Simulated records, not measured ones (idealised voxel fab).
The following is a process module called voxel plated lines.
Section cut is 180 nm wide and gridded with 5 nm square cells.
Square cells in a grid make up a cross-section in this document, and the grid is given as bands, listed from the top down, each one or more rows of cells. Heads up on the band format: heights come first, top then bottom, in nm. After that it's the materials left to right, each with its width in nm. A single material flagged "everywhere" fills the whole band edge to edge, and "empty" means there's empty space there. Counting heights begins at 0, where everything beneath is, in the wafer as received, one material. The lowest band has no bottom; it goes on downwards, as "z 0 and below" shows. You'd read "30->40" like this: the band's top row of cells is as wide as the first number, its bottom row is as wide as the second, and going down, every row changes width by the same amount as the row before did. Take "no alteration" at face value: in the step it is given for, the cross-section changed in none of its cells. This entry, "Closed empty spaces", enumerates those empty regions of no fewer than 8 cells that possess no open connection to the top. Each region is reported in the form width x height at distance, the distance being taken from the left edge, with all three quantities expressed in nm. If you see something after the settings on a step's line, that's the simulator's own remark about that step. The setting "overlay nm" may be written on the line of a step. When the step uses a mask, the value reports how far to the right of the planned place the mask lay, and a negative value reports that it lay to the left.

The following list gives the planned process steps:
1) RECEIVE,material Si
2) CONFORMAL_DEP,material SiN,thk nm 10
3) DIRECTIONAL_DEP,material TiN,thk nm 5
4) PATTERN,tone open,mask id LINES,material resist,width nm 15,pitch nm 40,thk nm 30,overlay nm 0
5) EPI,material Ru,thk nm 10
6) EPI,material Ru,thk nm 10
7) STRIP,etch materials resist
8) DIRECTIONAL_ETCH,etch materials TiN,depth nm 5
9) CONFORMAL_DEP,material SiCN,thk nm 10

First of the two wafers, run per plan:

Received-state cross-section, reflecting completion of step 1:
> z 0 and below | Si everywhere
> Closed empty spaces: none

You're looking at a cross-section of the wafer after step 2:
> z 10 to 0 | SiN everywhere
> Whatever lies below 0 is exactly as it was before.

You're looking at a cross-section of the wafer after step 3:
> z 15 to 10 | TiN everywhere
> Whatever lies below 10 is exactly as it was before.

You're looking at a cross-section of the wafer after step 4:
> z 45 to 15 | resist 20 nm, then empty 15 nm, then resist 25 nm, then empty 15 nm, then resist 25 nm, then empty 15 nm, then resist 25 nm, then empty 15 nm, then resist 25 nm
> Whatever lies below 15 is exactly as it was before.

You're looking at a cross-section of the wafer after step 5:
> z 45 to 25 | resist 20 nm, then empty 15 nm, then resist 25 nm, then empty 15 nm, then resist 25 nm, then empty 15 nm, then resist 25 nm, then empty 15 nm, then resist 25 nm
> z 25 to 15 | resist 20 nm, then Ru 15 nm, then resist 25 nm, then Ru 15 nm, then resist 25 nm, then Ru 15 nm, then resist 25 nm, then Ru 15 nm, then resist 25 nm
> Whatever lies below 15 is exactly as it was before.

You're looking at a cross-section of the wafer after step 6:
> z 45 to 35 | resist 20 nm, then empty 15 nm, then resist 25 nm, then empty 15 nm, then resist 25 nm, then empty 15 nm, then resist 25 nm, then empty 15 nm, then resist 25 nm
> z 35 to 15 | resist 20 nm, then Ru 15 nm, then resist 25 nm, then Ru 15 nm, then resist 25 nm, then Ru 15 nm, then resist 25 nm, then Ru 15 nm, then resist 25 nm
> Whatever lies below 15 is exactly as it was before.

You're looking at a cross-section of the wafer after step 7:
> z 35 to 15 | empty 20 nm, then Ru 15 nm, then empty 25 nm, then Ru 15 nm, then empty 25 nm, then Ru 15 nm, then empty 25 nm, then Ru 15 nm, then empty 25 nm
> Whatever lies below 15 is exactly as it was before.

You're looking at a cross-section of the wafer after step 8:
> z 35 to 15 | empty 20 nm, then Ru 15 nm, then empty 25 nm, then Ru 15 nm, then empty 25 nm, then Ru 15 nm, then empty 25 nm, then Ru 15 nm, then empty 25 nm
> z 15 to 10 | empty 20 nm, then TiN 15 nm, then empty 25 nm, then TiN 15 nm, then empty 25 nm, then TiN 15 nm, then empty 25 nm, then TiN 15 nm, then empty 25 nm
> Whatever lies below 10 is exactly as it was before.

You're looking at a cross-section of the wafer after step 9:
> z 45 to 35 | empty 10 nm, then SiCN 35 nm, then empty 5 nm, then SiCN 35 nm, then empty 5 nm, then SiCN 35 nm, then empty 5 nm, then SiCN 35 nm, then empty 15 nm
> z 35 to 20 | empty 10 nm, then SiCN 10 nm, then Ru 15 nm, then SiCN 10 nm, then empty 5 nm, then SiCN 10 nm, then Ru 15 nm, then SiCN 10 nm, then empty 5 nm, then SiCN 10 nm, then Ru 15 nm, then SiCN 10 nm, then empty 5 nm, then SiCN 10 nm, then Ru 15 nm, then SiCN 10 nm, then empty 15 nm
> z 20 to 15 | SiCN 20 nm, then Ru 15 nm, then SiCN 25 nm, then Ru 15 nm, then SiCN 25 nm, then Ru 15 nm, then SiCN 25 nm, then Ru 15 nm, then SiCN 25 nm
> z 15 to 10 | SiCN 20 nm, then TiN 15 nm, then SiCN 25 nm, then TiN 15 nm, then SiCN 25 nm, then TiN 15 nm, then SiCN 25 nm, then TiN 15 nm, then SiCN 25 nm
> Whatever lies below 10 is exactly as it was before.

Second wafer: like start, like plan, one mistake. Through step 8 it matches the first wafer:

Cross-section, second wafer, at the end time the plan gives for step 9:
> z 45 to 35 | empty 10 nm, then TiN 35 nm, then empty 5 nm, then TiN 35 nm, then empty 5 nm, then TiN 35 nm, then empty 5 nm, then TiN 35 nm, then empty 15 nm
> z 35 to 20 | empty 10 nm, then TiN 10 nm, then Ru 15 nm, then TiN 10 nm, then empty 5 nm, then TiN 10 nm, then Ru 15 nm, then TiN 10 nm, then empty 5 nm, then TiN 10 nm, then Ru 15 nm, then TiN 10 nm, then empty 5 nm, then TiN 10 nm, then Ru 15 nm, then TiN 10 nm, then empty 15 nm
> z 20 to 15 | TiN 20 nm, then Ru 15 nm, then TiN 25 nm, then Ru 15 nm, then TiN 25 nm, then Ru 15 nm, then TiN 25 nm, then Ru 15 nm, then TiN 25 nm
> z 15 to 10 | TiN everywhere
> Whatever lies below 10 is exactly as it was before.
Plan not followed: step 9 deviated from plan and actually ran as CONFORMAL_DEP,material TiN,thk nm 10
Bottom line after processing is that, in cells, the second wafer is up or down on some materials versus the first: -152 SiCN; +152 TiN
